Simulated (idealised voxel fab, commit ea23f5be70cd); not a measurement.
The name of this process module is voxel wiring stack.
It is cross-section cut that appears here, measuring 160 nm in width, its square cells being 5 nm in size.
Cross-section spec: square-cell grid; bands listed top down; each band is one or more rows. Band: top and bottom heights (nm) first, top before bottom; then materials from left to right, widths in nm. "edge to edge" marks a sole material filling the band edge to edge. "empty" denotes empty space. Height 0 is the level under which the wafer as received is all one material. The lowest band goes on downwards, as in "0 down". Width "30 to 40": first value at the band's top row of cells, second value at its bottom row, equal change from row to row. The designation "stayed the same", where it is given for a processing step, indicates that no cell of the cross-section was altered in the course of that step. In "Closed cavities" the enclosed voids are listed, meaning empty spaces of 8 cells or larger without any opening to the top. The form is width x height at distance, distance from the left edge, units nm. Heads up: the bit after the settings on a step's line is the simulator's remark on that step. The "overlay nm" setting may appear on a step's line; for a step that uses a mask, it gives how far to the right of its planned position the mask lay, and a negative value indicates the left.
Planned step list for the process:
1,op RECEIVE | material Si
2,op CONFORMAL_DEP | material SiO2 | thk nm 15
3,op CONFORMAL_DEP | material SiCN | thk nm 5
4,op DIRECTIONAL_DEP | material SiO2 | thk nm 15
5,op PATTERN | tone open | mask id METAL_1 | material resist | width nm 20 | pitch nm 35 | thk nm 15 | overlay nm 0
6,op DIRECTIONAL_ETCH | etch materials SiO2 | depth nm 15
7,op DIRECTIONAL_ETCH | etch materials SiCN | depth nm 5
8,op STRIP | etch materials resist
9,op CONFORMAL_DEP | material TiN | thk nm 5
10,op FILL_DEP | material Ru | thk nm 5
11,op CMP | height nm 35
12,op EPI | material Ru | thk nm 5
13,op FILL_DEP | material SiCN | thk nm 5
14,op DIRECTIONAL_DEP | material lowk | thk nm 30
15,op DIRECTIONAL_DEP | material aC | thk nm 15
16,op PATTERN | tone open | mask id METAL_2_HOLES | material resist | width nm 15 | pitch nm 35 | thk nm 30 | overlay nm 0
17,op DIRECTIONAL_ETCH | etch materials aC | depth nm 15
18,op STRIP | etch materials resist
19,op DIRECTIONAL_ETCH | etch materials lowk | depth nm 30
20,op STRIP | etch materials aC
21,op MASKED_ETCH | tone open | mask id METAL_2 | width nm 20 | pitch nm 35 | etch materials lowk | depth nm 20 | overlay nm 0
22,op MASKED_ETCH | tone open | mask id METAL_2 | width nm 20 | pitch nm 35 | etch materials SiCN | depth nm 5 | overlay nm 0
23,op CONFORMAL_DEP | material TiN | thk nm 5
24,op FILL_DEP | material Cu | thk nm 10
25,op CMP | height nm 75
26,op CONFORMAL_DEP | material SiN | thk nm 5
Wafer cross-section on receipt, i.e. after step 1:
* 0 down | Si edge to edge
* Closed cavities: none
Here's the wafer cut in cross-section after the module, started and planned just like above, except one thing was done wrong in the run:
* 80 to 75 | SiN edge to edge
* 75 to 70 | Cu 40 nm | TiN 15 nm | Cu 10 nm | TiN 25 nm | Cu 10 nm | TiN 15 nm | Cu 45 nm
* 70 to 65 | TiN 45 nm | lowk 5 nm | TiN 5 nm | Cu 10 nm | TiN 5 nm | lowk 5 nm | TiN 5 nm | lowk 5 nm | TiN 5 nm | Cu 10 nm | TiN 5 nm | lowk 5 nm | TiN 50 nm
* 65 to 55 | lowk 50 nm | TiN 5 nm | Cu 10 nm | TiN 5 nm | lowk 15 nm | TiN 5 nm | Cu 10 nm | TiN 5 nm | lowk 55 nm
* 55 to 45 | lowk 50 nm | TiN 5 nm | Cu 5 nm | TiN 10 to 5 nm | lowk 15 to 20 nm | TiN 5 nm | Cu 5 nm | TiN 10 to 5 nm | lowk 55 to 60 nm
* 45 to 40 | lowk 50 nm | TiN 15 nm | lowk 20 nm | TiN 15 nm | lowk 60 nm
* 40 to 35 | lowk 45 nm | Ru 30 nm | lowk 5 nm | Ru 30 nm | lowk 50 nm
* 35 to 20 | SiO2 50 nm | TiN 5 nm | Ru 10 nm | TiN 5 nm | SiO2 15 nm | TiN 5 nm | Ru 10 nm | TiN 5 nm | SiO2 55 nm
* 20 to 15 | SiCN 50 nm | TiN 20 nm | SiCN 15 nm | TiN 20 nm | SiCN 55 nm
* 15 to 0 | SiO2 edge to edge
* 0 down | Si edge to edge
* Closed cavities: none
The plan and the run diverged here: step 13 of the plan did not run at all; it was left out
